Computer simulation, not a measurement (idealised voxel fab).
Process module name: voxel plated lines
Cross-section cut: width 170 nm, square cells of 5 nm.
When this document writes out a cross-section, it uses a grid of square cells and lists it as bands, beginning at the top and moving down, with a band standing for one or more rows of cells.
Heads up on the band format: heights come first, top then bottom, in nm. After that it's the materials left to right, each with its width in nm. A single material flagged "all across" fills the whole band edge to edge, and "air" means there's empty space there.
Heights are expressed relative to 0, this being the level below which the as-received wafer comprises one material exclusively. The lowest band is unbounded in the downward direction and is denoted as in "z 0 and below".
It should be noted that a width expressed as "30 to 40" varies in equal increments from row to row of cells within the band, taking the value of the first number at the top row and that of the second number at the bottom row.
"no change occurred" (step): cross-section cells unchanged, all of them.
You'll see "Fully enclosed voids" listing empty spaces that have no way open to the top, as long as they're 8 cells or more; the notation is width x height at distance, where the distance is from the left edge, and all of it is in nm.
Whatever follows a step's settings on its line is a remark the simulator itself makes about that step.
overlay nm: step with mask; distance mask lay right of planned place; negative value = left of planned place.
Process steps - plan
| 1 | RECEIVE | material Si |
| 2 | CONFORMAL_DEP | material SiN | thk nm 5 |
| 3 | DIRECTIONAL_DEP | material TiN | thk nm 5 |
| 4 | PATTERN | tone open | mask id LINES | material resist | width nm 25 | pitch nm 40 | thk nm 25 | overlay nm -15 |
| 5 | EPI | material Ru | thk nm 5 |
| 6 | EPI | material Ru | thk nm 5 |
| 7 | STRIP | etch materials resist |
| 8 | DIRECTIONAL_ETCH | etch materials TiN | depth nm 5 |
| 9 | CONFORMAL_DEP | material SiO2 | thk nm 5 |
The plan's step 4 overlay nm is the first wafer's value; the wafers differ in this setting and start identical.
Incoming state of the first of several wafers in cross-section: after step 1
    z 0 and below | Si all across
    Fully enclosed voids: none
Rows = wafers. At module end, each row lists per material the cells gained (+) or lost (-) since the wafer was received, then the closed voids
overlay nm -15, +20 Ru, +34 SiN, +46 SiO2, +10 TiN, Fully enclosed voids: none
overlay nm -10, +20 Ru, +34 SiN, +46 SiO2, +10 TiN, Fully enclosed voids: none
overlay nm -5, +20 Ru, +34 SiN, +46 SiO2, +10 TiN, Fully enclosed voids: none
overlay nm 0, +20 Ru, +34 SiN, +46 SiO2, +10 TiN, Fully enclosed voids: none
overlay nm 5, +20 Ru, +34 SiN, +46 SiO2, +10 TiN, Fully enclosed voids: none
overlay nm 10, +20 Ru, +34 SiN, +46 SiO2, +10 TiN, Fully enclosed voids: none
overlay nm 15, +20 Ru, +34 SiN, +46 SiO2, +10 TiN, Fully enclosed voids: none
